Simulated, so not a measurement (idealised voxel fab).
The document below concerns the process module designated voxel transistor to metal.
FYI the section here is cut, 165 nm wide, cells are 5 nm squares.
In this document a cross-section is written as a grid of square cells. It is given as a series of bands, listed from the top down, and a band is one or more rows of cells.
Top height, bottom height, nm. Materials left to right, width each, nm. Single material + "everywhere" = fills band edge to edge. "air" = empty.
Heights are reckoned from 0. Under this level, the received wafer is all of one material. The bottommost band is open-ended downward, for example "0 nm and below".
Top row gets the first number, bottom row gets the second, and each row in between changes by the same step: that is how a band width like "30..40" works.
The cross-section has no changed cell in any step marked "nothing changed".
Empty spaces without an open route to the top, at least 8 cells in extent, make up the entry "Closed internal cavities"; each is given as width x height at distance, where the distance is measured from the left edge, and all are in nm.
Where a step's line continues beyond its settings, the continuation is a remark by the simulator itself on that step.
"overlay nm", when on a step's line for a step with a mask, measures how far to the right of its planned place the mask lay; a negative measure means to the left.
Before/after cross-section pairs, one process step each; after shown to lowest changed band; step and settings beneath. Pairs may be from different runs of this module on the same starting wafer; a pair continues from the one above only where its "Pre-step snapshot" entry says so.

**Pre-step snapshot**
> 45 nm to 40 nm = SiCN (20), air (120), SiCN (25)
> 40 nm to 30 nm = SiCN everywhere
> 30 nm to 25 nm = polySi (20), SiCN (120), polySi (25)
> 25 nm to 0 nm = polySi everywhere
> 0 nm to -5 nm = SiO2 (20), polySi (120), SiO2 (25)
> -5 nm to -10 nm = SiO2 everywhere
> -10 nm to -35 nm = SiO2 (30), Si (100), SiO2 (35)
> -35 nm and below = Si everywhere
> Closed internal cavities: none

**Step Result**
> 60 nm to 45 nm = air (55), resist (30), air (80)
> 45 nm to 40 nm = SiCN (20), air (35), resist (30), air (55), SiCN (25)
> Lower than 40, everything is as it was.
> Closed internal cavities: none
Q: step between the cross-sections above? A: PATTERN: tone cover, mask id GATE, material resist, width nm 30, thk nm 15, overlay nm -10

Pre-step snapshot: per the after cross-section of the pair just above.

**Step Result**
> 60 nm to 40 nm = air (55), resist (30), air (80)
> 40 nm to 30 nm = air (55), SiCN (30), air (80)
> 30 nm to 25 nm = polySi (20), air (35), SiCN (30), air (55), polySi (25)
> Lower than 25, everything is as it was.
> Closed internal cavities: none
Q: step between the cross-sections above? A: DIRECTIONAL_ETCH: etch materials SiCN, depth nm 25

Pre-step snapshot: per the after cross-section of the pair just above.

**Step Result**
> 60 nm to 40 nm = air (55), resist (30), air (80)
> 40 nm to 25 nm = air (55), SiCN (30), air (80)
> 25 nm to 0 nm = air (55), polySi (30), air (80)
> 0 nm to -5 nm = SiO2 (20), air (35), polySi (30), air (55), SiO2 (25)
> Lower than -5, everything is as it was.
> Closed internal cavities: none
Q: step between the cross-sections above? A: DIRECTIONAL_ETCH: etch materials polySi, depth nm 40

Pre-step snapshot: per the after cross-section of the pair just above.

**Step Result**
> 40 nm to 25 nm = air (55), SiCN (30), air (80)
> Lower than 25, everything is as it was.
> Closed internal cavities: none
Q: step between the cross-sections above? A: STRIP: etch materials resist

Pre-step snapshot: per the after cross-section of the pair just above.

**Step Result**
> 45 nm to 40 nm = air (50), SiO2 (40), air (75)
> 40 nm to 25 nm = air (50), SiO2 (5), SiCN (30), SiO2 (5), air (75)
> 25 nm to 5 nm = air (50), SiO2 (5), polySi (30), SiO2 (5), air (75)
> 5 nm to 0 nm = SiO2 (25), air (25), SiO2 (5), polySi (30), SiO2 (5), air (45), SiO2 (30)
> 0 nm to -5 nm = SiO2 (55), polySi (30), SiO2 (80)
> Lower than -5, everything is as it was.
> Closed internal cavities: none
Q: step between the cross-sections above? A: CONFORMAL_DEP: material SiO2, thk nm 5

Pre-step snapshot: per the after cross-section of the pair just above.

**Step Result**
> 40 nm to 25 nm = air (50), SiO2 (5), SiCN (30), SiO2 (5), air (75)
> 25 nm to 0 nm = air (50), SiO2 (5), polySi (30), SiO2 (5), air (75)
> 0 nm to -5 nm = SiO2 (25), air (25), SiO2 (5), polySi (30), SiO2 (5), air (45), SiO2 (30)
> Lower than -5, everything is as it was.
> Closed internal cavities: none
Q: step between the cross-sections above? A: DIRECTIONAL_ETCH: etch materials SiO2, depth nm 5

Pre-step snapshot: per the after cross-section of the pair just above.

**Step Result**
> 50 nm to 40 nm = air (40), SiN (60), air (65)
> 40 nm to 25 nm = air (40), SiN (10), SiO2 (5), SiCN (30), SiO2 (5), SiN (10), air (65)
> 25 nm to 10 nm = air (40), SiN (10), SiO2 (5), polySi (30), SiO2 (5), SiN (10), air (65)
> 10 nm to 5 nm = SiN (35), air (5), SiN (10), SiO2 (5), polySi (30), SiO2 (5), SiN (10), air (25), SiN (40)
> 5 nm to 0 nm = SiN (50), SiO2 (5), polySi (30), SiO2 (5), SiN (75)
> 0 nm to -5 nm = SiO2 (25), SiN (25), SiO2 (5), polySi (30), SiO2 (5), SiN (45), SiO2 (30)
> Lower than -5, everything is as it was.
> Closed internal cavities: none
Q: step between the cross-sections above? A: CONFORMAL_DEP: material SiN, thk nm 10

Pre-step snapshot: per the after cross-section of the pair just above.

**Step Result**
> 40 nm to 25 nm = air (40), SiN (10), SiO2 (5), SiCN (30), SiO2 (5), SiN (10), air (65)
> 25 nm to 0 nm = air (40), SiN (10), SiO2 (5), polySi (30), SiO2 (5), SiN (10), air (65)
> 0 nm to -5 nm = SiO2 (25), SiN (10), air (5), SiN (10), SiO2 (5), polySi (30), SiO2 (5), SiN (10), air (25), SiN (10), SiO2 (30)
> Lower than -5, everything is as it was.
> Closed internal cavities: none
Q: step between the cross-sections above? A: DIRECTIONAL_ETCH: etch materials SiN, depth nm 10

Pre-step snapshot: per the after cross-section of the pair just above.

**Step Result**
> 40 nm to 35 nm = air (40), SiN (10), air (5), SiCN (30), air (5), SiN (10), air (65)
> 35 nm to 25 nm = air (40), SiN (10), SiO2 (5), SiCN (30), SiO2 (5), SiN (10), air (65)
> 25 nm to 0 nm = air (40), SiN (10), SiO2 (5), polySi (30), SiO2 (5), SiN (10), air (65)
> 0 nm to -5 nm = air (25), SiN (10), air (5), SiN (10), SiO2 (5), polySi (30), SiO2 (5), SiN (10), air (25), SiN (10), air (30)
> -5 nm to -10 nm = SiO2 (35), air (5), SiO2 (60), air (25), SiO2 (40)
> Lower than -10, everything is as it was.
> Closed internal cavities: none
Q: step between the cross-sections above? A: DIRECTIONAL_ETCH: etch materials SiO2, depth nm 5

Pre-step snapshot: per the after cross-section of the pair just above.

**Step Result**
> 40 nm to 35 nm = air (40), SiN (10), air (5), SiCN (30), air (5), SiN (10), air (65)
> 35 nm to 25 nm = air (40), SiN (10), SiO2 (5), SiCN (30), SiO2 (5), SiN (10), air (65)
> 25 nm to 0 nm = air (40), SiN (10), SiO2 (5), polySi (30), SiO2 (5), SiN (10), air (65)
> 0 nm to -5 nm = air (25), SiN (10), air (5), SiN (10), SiO2 (5), polySi (30), SiO2 (5), SiN (10), air (25), SiN (10), air (30)
> -5 nm to -10 nm = SiO2 (35), air (5), SiO2 (60), air (25), SiO2 (40)
> -10 nm to -15 nm = SiO2 (30), Si (5), air (5), Si (60), air (25), Si (5), SiO2 (35)
> Lower than -15, everything is as it was.
> Closed internal cavities: none
Q: step between the cross-sections above? A: DIRECTIONAL_ETCH: etch materials Si, depth nm 5

Pre-step snapshot: per the after cross-section of the pair just above.

**Step Result**
> 40 nm to 35 nm = air (40), SiN (10), air (5), SiCN (30), air (5), SiN (10), air (65)
> 35 nm to 25 nm = air (40), SiN (10), SiO2 (5), SiCN (30), SiO2 (5), SiN (10), air (65)
> 25 nm to 0 nm = air (40), SiN (10), SiO2 (5), polySi (30), SiO2 (5), SiN (10), air (65)
> 0 nm to -5 nm = air (25), SiN (10), pSi (5), SiN (10), SiO2 (5), polySi (30), SiO2 (5), SiN (10), pSi (10), air (5), pSi (10), SiN (10), air (30)
> -5 nm to -10 nm = SiO2 (35), pSi (5), SiO2 (60), pSi (25), SiO2 (40)
> -10 nm to -15 nm = SiO2 (30), Si (5), pSi (5), Si (60), pSi (25), Si (5), SiO2 (35)
> Lower than -15, everything is as it was.
> Closed internal cavities: none
Q: step between the cross-sections above? A: EPI: material pSi, thk nm 10

Pre-step snapshot: per the after cross-section of the pair just above.

**Step Result**
> 50 nm to 40 nm = SiO2 everywhere
> 40 nm to 25 nm = SiO2 (40), SiN (10), SiO2 (5), SiCN (30), SiO2 (5), SiN (10), SiO2 (65)
> 25 nm to 0 nm = SiO2 (40), SiN (10), SiO2 (5), polySi (30), SiO2 (5), SiN (10), SiO2 (65)
> 0 nm to -5 nm = SiO2 (25), SiN (10), pSi (5), SiN (10), SiO2 (5), polySi (30), SiO2 (5), SiN (10), pSi (10), SiO2 (5), pSi (10), SiN (10), SiO2 (30)
> Lower than -5, everything is as it was.
> Closed internal cavities: none
Q: step between the cross-sections above? A: FILL_DEP: material SiO2, thk nm 10

Pre-step snapshot: per the after cross-section of the pair just above.

**Step Result**
> 25 nm to 0 nm = SiO2 (40), SiN (10), SiO2 (5), polySi (30), SiO2 (5), SiN (10), SiO2 (65)
> Lower than 0, everything is as it was.
> Closed internal cavities: none
Q: step between the cross-sections above? A: CMP: height nm 25

Pre-step snapshot: per the after cross-section of the pair just above.

**Step Result**
> 25 nm to 0 nm = SiO2 (40), SiN (10), SiO2 (5), air (30), SiO2 (5), SiN (10), SiO2 (65)
> 0 nm to -5 nm = SiO2 (25), SiN (10), pSi (5), SiN (10), SiO2 (5), air (30), SiO2 (5), SiN (10), pSi (10), SiO2 (5), pSi (10), SiN (10), SiO2 (30)
> Lower than -5, everything is as it was.
> Closed internal cavities: none
Q: step between the cross-sections above? A: STRIP: etch materials polySi

Pre-step snapshot: per the after cross-section of the pair just above.

**Step Result**
> 25 nm to 20 nm = air (40), SiN (10), air (40), SiN (10), air (65)
> 20 nm to 0 nm = SiO2 (40), SiN (10), air (40), SiN (10), SiO2 (65)
> 0 nm to -5 nm = SiO2 (25), SiN (10), pSi (5), SiN (10), air (40), SiN (10), pSi (10), SiO2 (5), pSi (10), SiN (10), SiO2 (30)
> -5 nm to -10 nm = SiO2 (35), pSi (5), SiO2 (10), air (40), SiO2 (10), pSi (25), SiO2 (40)
> Lower than -10, everything is as it was.
> Closed internal cavities: none
Q: step between the cross-sections above? A: SELECTIVE_ETCH: etch materials SiO2, depth nm 5

Pre-step snapshot: per the after cross-section of the pair just above.

**Step Result**
> 30 nm to 25 nm = air (35), HfO2 (20), air (30), HfO2 (20), air (60)
> 25 nm to 20 nm = HfO2 (40), SiN (10), HfO2 (5), air (30), HfO2 (5), SiN (10), HfO2 (65)
> 20 nm to 0 nm = SiO2 (40), SiN (10), HfO2 (5), air (30), HfO2 (5), SiN (10), SiO2 (65)
> 0 nm to -5 nm = SiO2 (25), SiN (10), pSi (5), SiN (10), HfO2 (5), air (30), HfO2 (5), SiN (10), pSi (10), SiO2 (5), pSi (10), SiN (10), SiO2 (30)
> -5 nm to -10 nm = SiO2 (35), pSi (5), SiO2 (10), HfO2 (40), SiO2 (10), pSi (25), SiO2 (40)
> Lower than -10, everything is as it was.
> Closed internal cavities: none
Q: step between the cross-sections above? A: CONFORMAL_DEP: material HfO2, thk nm 5

Pre-step snapshot: per the after cross-section of the pair just above.

**Step Result**
> 35 nm to 30 nm = air (30), TiN (30), air (20), TiN (30), air (55)
> 30 nm to 25 nm = TiN (35), HfO2 (20), TiN (5), air (20), TiN (5), HfO2 (20), TiN (60)
> 25 nm to 20 nm = HfO2 (40), SiN (10), HfO2 (5), TiN (5), air (20), TiN (5), HfO2 (5), SiN (10), HfO2 (65)
> 20 nm to 0 nm = SiO2 (40), SiN (10), HfO2 (5), TiN (5), air (20), TiN (5), HfO2 (5), SiN (10), SiO2 (65)
> 0 nm to -5 nm = SiO2 (25), SiN (10), pSi (5), SiN (10), HfO2 (5), TiN (30), HfO2 (5), SiN (10), pSi (10), SiO2 (5), pSi (10), SiN (10), SiO2 (30)
> Lower than -5, everything is as it was.
> Closed internal cavities: none
Q: step between the cross-sections above? A: CONFORMAL_DEP: material TiN, thk nm 5

Pre-step snapshot: per the after cross-section of the pair just above.

**Step Result**
> 40 nm to 35 nm = W everywhere
> 35 nm to 30 nm = W (30), TiN (30), W (20), TiN (30), W (55)
> 30 nm to 25 nm = TiN (35), HfO2 (20), TiN (5), W (20), TiN (5), HfO2 (20), TiN (60)
> 25 nm to 20 nm = HfO2 (40), SiN (10), HfO2 (5), TiN (5), W (20), TiN (5), HfO2 (5), SiN (10), HfO2 (65)
> 20 nm to 0 nm = SiO2 (40), SiN (10), HfO2 (5), TiN (5), W (20), TiN (5), HfO2 (5), SiN (10), SiO2 (65)
> Lower than 0, everything is as it was.
> Closed internal cavities: none
Q: step between the cross-sections above? A: FILL_DEP: material W, thk nm 5

Pre-step snapshot: per the after cross-section of the pair just above.

**Step Result**
> 20 nm to 0 nm = SiO2 (40), SiN (10), HfO2 (5), TiN (5), W (20), TiN (5), HfO2 (5), SiN (10), SiO2 (65)
> Lower than 0, everything is as it was.
> Closed internal cavities: none
Q: step between the cross-sections above? A: CMP: height nm 20

Pre-step snapshot: per the after cross-section of the pair just above.

**Step Result**
> 30 nm to 20 nm = SiO2 everywhere
> Lower than 20, everything is as it was.
> Closed internal cavities: none
Q: step between the cross-sections above? A: DIRECTIONAL_DEP: material SiO2, thk nm 10

Pre-step snapshot: per the after cross-section of the pair just above.

**Step Result**
> 50 nm to 30 nm = resist (35), air (15), resist (60), air (15), resist (40)
> Lower than 30, everything is as it was.
> Closed internal cavities: none
Q: step between the cross-sections above? A: PATTERN: tone open, mask id CONTACT, material resist, width nm 15, pitch nm 75, thk nm 20, overlay nm 0

Pre-step snapshot: per the after cross-section of the pair just above.

**Step Result**
> 50 nm to 30 nm = resist (35), air (15), resist (60), air (15), resist (40)
> 30 nm to 20 nm = SiO2 (35), air (15), SiO2 (60), air (15), SiO2 (40)
> 20 nm to 0 nm = SiO2 (35), air (5), SiN (10), HfO2 (5), TiN (5), W (20), TiN (5), HfO2 (5), SiN (10), SiO2 (10), air (15), SiO2 (40)
> Lower than 0, everything is as it was.
> Closed internal cavities: none
Q: step between the cross-sections above? A: DIRECTIONAL_ETCH: etch materials SiO2, depth nm 30

Pre-step snapshot: per the after cross-section of the pair just above.

**Step Result**
> 30 nm to 20 nm = SiO2 (35), air (15), SiO2 (60), air (15), SiO2 (40)
> Lower than 20, everything is as it was.
> Closed internal cavities: none
Q: step between the cross-sections above? A: STRIP: etch materials resist

Pre-step snapshot: per the after cross-section of the pair just above.

**Step Result**
> 35 nm to 30 nm = TiN (40), air (5), TiN (70), air (5), TiN (45)
> 30 nm to 25 nm = SiO2 (35), TiN (5), air (5), TiN (5), SiO2 (60), TiN (5), air (5), TiN (5), SiO2 (40)
> 25 nm to 20 nm = SiO2 (35), TiN (15), SiO2 (60), TiN (5), air (5), TiN (5), SiO2 (40)
> 20 nm to 5 nm = SiO2 (35), TiN (5), SiN (10), HfO2 (5), TiN (5), W (20), TiN (5), HfO2 (5), SiN (10), SiO2 (10), TiN (5), air (5), TiN (5), SiO2 (40)
> 5 nm to 0 nm = SiO2 (35), TiN (5), SiN (10), HfO2 (5), TiN (5), W (20), TiN (5), HfO2 (5), SiN (10), SiO2 (10), TiN (15), SiO2 (40)
> Lower than 0, everything is as it was.
> Closed internal cavities: none
Q: step between the cross-sections above? A: CONFORMAL_DEP: material TiN, thk nm 5

Pre-step snapshot: per the after cross-section of the pair just above.

**Step Result**
> 45 nm to 35 nm = Ru everywhere
> 35 nm to 30 nm = TiN (40), Ru (5), TiN (70), Ru (5), TiN (45)
> 30 nm to 25 nm = SiO2 (35), TiN (5), Ru (5), TiN (5), SiO2 (60), TiN (5), Ru (5), TiN (5), SiO2 (40)
> 25 nm to 20 nm = SiO2 (35), TiN (15), SiO2 (60), TiN (5), Ru (5), TiN (5), SiO2 (40)
> 20 nm to 5 nm = SiO2 (35), TiN (5), SiN (10), HfO2 (5), TiN (5), W (20), TiN (5), HfO2 (5), SiN (10), SiO2 (10), TiN (5), Ru (5), TiN (5), SiO2 (40)
> Lower than 5, everything is as it was.
> Closed internal cavities: none
Q: step between the cross-sections above? A: FILL_DEP: material Ru, thk nm 10

Pre-step snapshot: per the after cross-section of the pair just above.

**Step Result**
> 30 nm to 25 nm = SiO2 (35), TiN (5), Ru (5), TiN (5), SiO2 (60), TiN (5), Ru (5), TiN (5), SiO2 (40)
> Lower than 25, everything is as it was.
> Closed internal cavities: none
Q: step between the cross-sections above? A: CMP: height nm 30

Pre-step snapshot: per the after cross-section of the pair just above.

**Step Result**
> 35 nm to 30 nm = TiN everywhere
> Lower than 30, everything is as it was.
> Closed internal cavities: none
Q: step between the cross-sections above? A: DIRECTIONAL_DEP: material TiN, thk nm 5

Pre-step snapshot: per the after cross-section of the pair just above.

**Step Result**
> 50 nm to 35 nm = W everywhere
> Lower than 35, everything is as it was.
> Closed internal cavities: none
Q: step between the cross-sections above? A: DIRECTIONAL_DEP: material W, thk nm 15

Pre-step snapshot: per the after cross-section of the pair just above.

**Step Result**
> 70 nm to 50 nm = air (35), resist (15), air (60), resist (15), air (40)
> Lower than 50, everything is as it was.
> Closed internal cavities: none
Q: step between the cross-sections above? A: PATTERN: tone cover, mask id METAL_1, material resist, width nm 15, pitch nm 75, thk nm 20, overlay nm 0

Pre-step snapshot: per the after cross-section of the pair just above.

**Step Result**
> 70 nm to 50 nm = air (35), resist (15), air (60), resist (15), air (40)
> 50 nm to 35 nm = air (35), W (15), air (60), W (15), air (40)
> Lower than 35, everything is as it was.
> Closed internal cavities: none
Q: step between the cross-sections above? A: DIRECTIONAL_ETCH: etch materials W, depth nm 15

Pre-step snapshot: per the after cross-section of the pair just above.

**Step Result**
> 70 nm to 50 nm = air (35), resist (15), air (60), resist (15), air (40)
> 50 nm to 35 nm = air (35), W (15), air (60), W (15), air (40)
> 35 nm to 30 nm = air (35), TiN (15), air (60), TiN (15), air (40)
> Lower than 30, everything is as it was.
> Closed internal cavities: none
Q: step between the cross-sections above? A: DIRECTIONAL_ETCH: etch materials TiN, depth nm 5

Pre-step snapshot: per the after cross-section of the pair just above.

**Step Result**
> 50 nm to 35 nm = air (35), W (15), air (60), W (15), air (40)
> Lower than 35, everything is as it was.
> Closed internal cavities: none
Q: step between the cross-sections above? A: STRIP: etch materials resist

Pre-step snapshot: per the after cross-section of the pair just above.

**Step Result**
> 55 nm to 50 nm = lowk everywhere
> 50 nm to 35 nm = lowk (35), W (15), lowk (60), W (15), lowk (40)
> 35 nm to 30 nm = lowk (35), TiN (15), lowk (60), TiN (15), lowk (40)
> Lower than 30, everything is as it was.
> Closed internal cavities: none
Q: step between the cross-sections above? A: FILL_DEP: material lowk, thk nm 5

Pre-step snapshot: per the after cross-section of the pair just above.

**Step Result**
> 50 nm to 35 nm = lowk (35), W (15), lowk (60), W (15), lowk (40)
> Lower than 35, everything is as it was.
> Closed internal cavities: none
Q: step between the cross-sections above? A: CMP: height nm 50

Pre-step snapshot: per the after cross-section of the pair just above.

**Step Result**
> 55 nm to 50 nm = SiCN everywhere
> Lower than 50, everything is as it was.
> Closed internal cavities: none
Q: step between the cross-sections above? A: CONFORMAL_DEP: material SiCN, thk nm 5

**Pre-step snapshot**
> 30 nm to 25 nm = air (45), HfO2 (20), air (30), HfO2 (20), air (50)
> 25 nm to 20 nm = HfO2 (50), SiN (10), HfO2 (5), air (30), HfO2 (5), SiN (10), HfO2 (55)
> 20 nm to 0 nm = SiO2 (50), SiN (10), HfO2 (5), air (30), HfO2 (5), SiN (10), SiO2 (55)
> 0 nm to -5 nm = SiO2 (25), SiN (10), pSi (15), SiN (10), HfO2 (5), air (30), HfO2 (5), SiN (10), pSi (15), SiN (10), SiO2 (30)
> -5 nm to -10 nm = SiO2 (35), pSi (15), SiO2 (10), HfO2 (40), SiO2 (10), pSi (15), SiO2 (40)
> -10 nm to -15 nm = SiO2 (30), Si (5), pSi (15), Si (60), pSi (15), Si (5), SiO2 (35)
> -15 nm to -35 nm = SiO2 (30), Si (100), SiO2 (35)
> -35 nm and below = Si everywhere
> Closed internal cavities: none

**Step Result**
> 35 nm to 30 nm = air (40), Ru (30), air (20), Ru (30), air (45)
> 30 nm to 25 nm = Ru (45), HfO2 (20), Ru (5), air (20), Ru (5), HfO2 (20), Ru (50)
> 25 nm to 20 nm = HfO2 (50), SiN (10), HfO2 (5), Ru (5), air (20), Ru (5), HfO2 (5), SiN (10), HfO2 (55)
> 20 nm to 0 nm = SiO2 (50), SiN (10), HfO2 (5), Ru (5), air (20), Ru (5), HfO2 (5), SiN (10), SiO2 (55)
> 0 nm to -5 nm = SiO2 (25), SiN (10), pSi (15), SiN (10), HfO2 (5), Ru (30), HfO2 (5), SiN (10), pSi (15), SiN (10), SiO2 (30)
> Lower than -5, everything is as it was.
> Closed internal cavities: none
Q: step between the cross-sections above? A: CONFORMAL_DEP: material Ru, thk nm 5

Pre-step snapshot: per the after cross-section of the pair just above.

**Step Result**
> 40 nm to 35 nm = W everywhere
> 35 nm to 30 nm = W (40), Ru (30), W (20), Ru (30), W (45)
> 30 nm to 25 nm = Ru (45), HfO2 (20), Ru (5), W (20), Ru (5), HfO2 (20), Ru (50)
> 25 nm to 20 nm = HfO2 (50), SiN (10), HfO2 (5), Ru (5), W (20), Ru (5), HfO2 (5), SiN (10), HfO2 (55)
> 20 nm to 0 nm = SiO2 (50), SiN (10), HfO2 (5), Ru (5), W (20), Ru (5), HfO2 (5), SiN (10), SiO2 (55)
> Lower than 0, everything is as it was.
> Closed internal cavities: none
Q: step between the cross-sections above? A: FILL_DEP: material W, thk nm 5

Pre-step snapshot: per the after cross-section of the pair just above.

**Step Result**
> 20 nm to 0 nm = SiO2 (50), SiN (10), HfO2 (5), Ru (5), W (20), Ru (5), HfO2 (5), SiN (10), SiO2 (55)
> Lower than 0, everything is as it was.
> Closed internal cavities: none
Q: step between the cross-sections above? A: CMP: height nm 20

Pre-step snapshot: per the after cross-section of the pair just above.

**Step Result**
> 30 nm to 20 nm = SiO2 everywhere
> Lower than 20, everything is as it was.
> Closed internal cavities: none
Q: step between the cross-sections above? A: DIRECTIONAL_DEP: material SiO2, thk nm 10

Pre-step snapshot: per the after cross-section of the pair just above.

**Step Result**
> 50 nm to 30 nm = resist (35), air (15), resist (60), air (15), resist (40)
> Lower than 30, everything is as it was.
> Closed internal cavities: none
Q: step between the cross-sections above? A: PATTERN: tone open, mask id CONTACT, material resist, width nm 15, pitch nm 75, thk nm 20, overlay nm 0

Pre-step snapshot: per the after cross-section of the pair just above.

**Step Result**
> 50 nm to 30 nm = resist (35), air (15), resist (60), air (15), resist (40)
> 30 nm to 20 nm = SiO2 (35), air (15), SiO2 (60), air (15), SiO2 (40)
> 20 nm to 0 nm = SiO2 (35), air (15), SiN (10), HfO2 (5), Ru (5), W (20), Ru (5), HfO2 (5), SiN (10), air (15), SiO2 (40)
> Lower than 0, everything is as it was.
> Closed internal cavities: none
Q: step between the cross-sections above? A: DIRECTIONAL_ETCH: etch materials SiO2, depth nm 30

Pre-step snapshot: per the after cross-section of the pair just above.

**Step Result**
> 30 nm to 20 nm = SiO2 (35), air (15), SiO2 (60), air (15), SiO2 (40)
> Lower than 20, everything is as it was.
> Closed internal cavities: none
Q: step between the cross-sections above? A: STRIP: etch materials resist

Pre-step snapshot: per the after cross-section of the pair just above.

**Step Result**
> 35 nm to 30 nm = TiN (40), air (5), TiN (70), air (5), TiN (45)
> 30 nm to 20 nm = SiO2 (35), TiN (5), air (5), TiN (5), SiO2 (60), TiN (5), air (5), TiN (5), SiO2 (40)
> 20 nm to 5 nm = SiO2 (35), TiN (5), air (5), TiN (5), SiN (10), HfO2 (5), Ru (5), W (20), Ru (5), HfO2 (5), SiN (10), TiN (5), air (5), TiN (5), SiO2 (40)
> 5 nm to 0 nm = SiO2 (35), TiN (15), SiN (10), HfO2 (5), Ru (5), W (20), Ru (5), HfO2 (5), SiN (10), TiN (15), SiO2 (40)
> Lower than 0, everything is as it was.
> Closed internal cavities: none
Q: step between the cross-sections above? A: CONFORMAL_DEP: material TiN, thk nm 5

Pre-step snapshot: per the after cross-section of the pair just above.

**Step Result**
> 45 nm to 35 nm = Ru everywhere
> 35 nm to 30 nm = TiN (40), Ru (5), TiN (70), Ru (5), TiN (45)
> 30 nm to 20 nm = SiO2 (35), TiN (5), Ru (5), TiN (5), SiO2 (60), TiN (5), Ru (5), TiN (5), SiO2 (40)
> 20 nm to 5 nm = SiO2 (35), TiN (5), Ru (5), TiN (5), SiN (10), HfO2 (5), Ru (5), W (20), Ru (5), HfO2 (5), SiN (10), TiN (5), Ru (5), TiN (5), SiO2 (40)
> Lower than 5, everything is as it was.
> Closed internal cavities: none
Q: step between the cross-sections above? A: FILL_DEP: material Ru, thk nm 10

Pre-step snapshot: per the after cross-section of the pair just above.

**Step Result**
> 30 nm to 20 nm = SiO2 (35), TiN (5), Ru (5), TiN (5), SiO2 (60), TiN (5), Ru (5), TiN (5), SiO2 (40)
> Lower than 20, everything is as it was.
> Closed internal cavities: none
Q: step between the cross-sections above? A: CMP: height nm 30

Pre-step snapshot: per the after cross-section of the pair just above.

**Step Result**
> 35 nm to 30 nm = TiN everywhere
> Lower than 30, everything is as it was.
> Closed internal cavities: none
Q: step between the cross-sections above? A: DIRECTIONAL_DEP: material TiN, thk nm 5

Pre-step snapshot: per the after cross-section of the pair just above.

**Step Result**
> 50 nm to 35 nm = W everywhere
> Lower than 35, everything is as it was.
> Closed internal cavities: none
Q: step between the cross-sections above? A: DIRECTIONAL_DEP: material W, thk nm 15

Pre-step snapshot: per the after cross-section of the pair just above.

**Step Result**
> 70 nm to 50 nm = air (35), resist (15), air (60), resist (15), air (40)
> Lower than 50, everything is as it was.
> Closed internal cavities: none
Q: step between the cross-sections above? A: PATTERN: tone cover, mask id METAL_1, material resist, width nm 15, pitch nm 75, thk nm 20, overlay nm 0

Pre-step snapshot: per the after cross-section of the pair just above.

**Step Result**
> 70 nm to 50 nm = air (35), resist (15), air (60), resist (15), air (40)
> 50 nm to 35 nm = air (35), W (15), air (60), W (15), air (40)
> Lower than 35, everything is as it was.
> Closed internal cavities: none
Q: step between the cross-sections above? A: DIRECTIONAL_ETCH: etch materials W, depth nm 15

Pre-step snapshot: per the after cross-section of the pair just above.

**Step Result**
> 70 nm to 50 nm = air (35), resist (15), air (60), resist (15), air (40)
> 50 nm to 35 nm = air (35), W (15), air (60), W (15), air (40)
> 35 nm to 30 nm = air (35), TiN (15), air (60), TiN (15), air (40)
> Lower than 30, everything is as it was.
> Closed internal cavities: none
Q: step between the cross-sections above? A: DIRECTIONAL_ETCH: etch materials TiN, depth nm 5

Pre-step snapshot: per the after cross-section of the pair just above.

**Step Result**
> 50 nm to 35 nm = air (35), W (15), air (60), W (15), air (40)
> Lower than 35, everything is as it was.
> Closed internal cavities: none
Q: step between the cross-sections above? A: STRIP: etch materials resist

Pre-step snapshot: per the after cross-section of the pair just above.

**Step Result**
> 55 nm to 50 nm = lowk everywhere
> 50 nm to 35 nm = lowk (35), W (15), lowk (60), W (15), lowk (40)
> 35 nm to 30 nm = lowk (35), TiN (15), lowk (60), TiN (15), lowk (40)
> Lower than 30, everything is as it was.
> Closed internal cavities: none
Q: step between the cross-sections above? A: FILL_DEP: material lowk, thk nm 5

Pre-step snapshot: per the after cross-section of the pair just above.

**Step Result**
> 50 nm to 35 nm = lowk (35), W (15), lowk (60), W (15), lowk (40)
> Lower than 35, everything is as it was.
> Closed internal cavities: none
Q: step between the cross-sections above? A: CMP: height nm 50

Pre-step snapshot: per the after cross-section of the pair just above.

**Step Result**
> 55 nm to 50 nm = SiCN everywhere
> Lower than 50, everything is as it was.
> Closed internal cavities: none
Q: step between the cross-sections above? A: CONFORMAL_DEP: material SiCN, thk nm 5

**Pre-step snapshot**
> 50 nm to 35 nm = W everywhere
> 35 nm to 30 nm = TiN everywhere
> 30 nm to 20 nm = SiO2 (35), TiN (5), Ru (5), TiN (5), SiO2 (60), TiN (5), Ru (5), TiN (5), SiO2 (40)
> 20 nm to 5 nm = SiO2 (35), TiN (5), Ru (5), TiN (5), SiN (10), HfO2 (5), TiN (5), W (20), TiN (5), HfO2 (5), SiN (10), TiN (5), Ru (5), TiN (5), SiO2 (40)
> 5 nm to 0 nm = SiO2 (35), TiN (15), SiN (10), HfO2 (5), TiN (5), W (20), TiN (5), HfO2 (5), SiN (10), TiN (15), SiO2 (40)
> 0 nm to -5 nm = SiO2 (25), SiN (10), pSi (15), SiN (10), HfO2 (5), TiN (30), HfO2 (5), SiN (10), pSi (15), SiN (10), SiO2 (30)
> -5 nm to -10 nm = SiO2 (35), pSi (15), SiO2 (10), HfO2 (40), SiO2 (10), pSi (15), SiO2 (40)
> -10 nm to -15 nm = SiO2 (30), Si (5), pSi (15), Si (60), pSi (15), Si (5), SiO2 (35)
> -15 nm to -35 nm = SiO2 (30), Si (100), SiO2 (35)
> -35 nm and below = Si everywhere
> Closed internal cavities: none

**Step Result**
> 70 nm to 50 nm = resist (35), air (15), resist (60), air (15), resist (40)
> Lower than 50, everything is as it was.
> Closed internal cavities: none
Q: step between the cross-sections above? A: PATTERN: tone open, mask id METAL_1, material resist, width nm 15, pitch nm 75, thk nm 20, overlay nm 0

Pre-step snapshot: per the after cross-section of the pair just above.

**Step Result**
> 70 nm to 50 nm = resist (35), air (15), resist (60), air (15), resist (40)
> 50 nm to 35 nm = W (35), air (15), W (60), air (15), W (40)
> Lower than 35, everything is as it was.
> Closed internal cavities: none
Q: step between the cross-sections above? A: DIRECTIONAL_ETCH: etch materials W, depth nm 15

Pre-step snapshot: per the after cross-section of the pair just above.

**Step Result**
> 70 nm to 50 nm = resist (35), air (15), resist (60), air (15), resist (40)
> 50 nm to 35 nm = W (35), air (15), W (60), air (15), W (40)
> 35 nm to 30 nm = TiN (35), air (15), TiN (60), air (15), TiN (40)
> Lower than 30, everything is as it was.
> Closed internal cavities: none
Q: step between the cross-sections above? A: DIRECTIONAL_ETCH: etch materials TiN, depth nm 5

Pre-step snapshot: per the after cross-section of the pair just above.

**Step Result**
> 50 nm to 35 nm = W (35), air (15), W (60), air (15), W (40)
> Lower than 35, everything is as it was.
> Closed internal cavities: none
Q: step between the cross-sections above? A: STRIP: etch materials resist
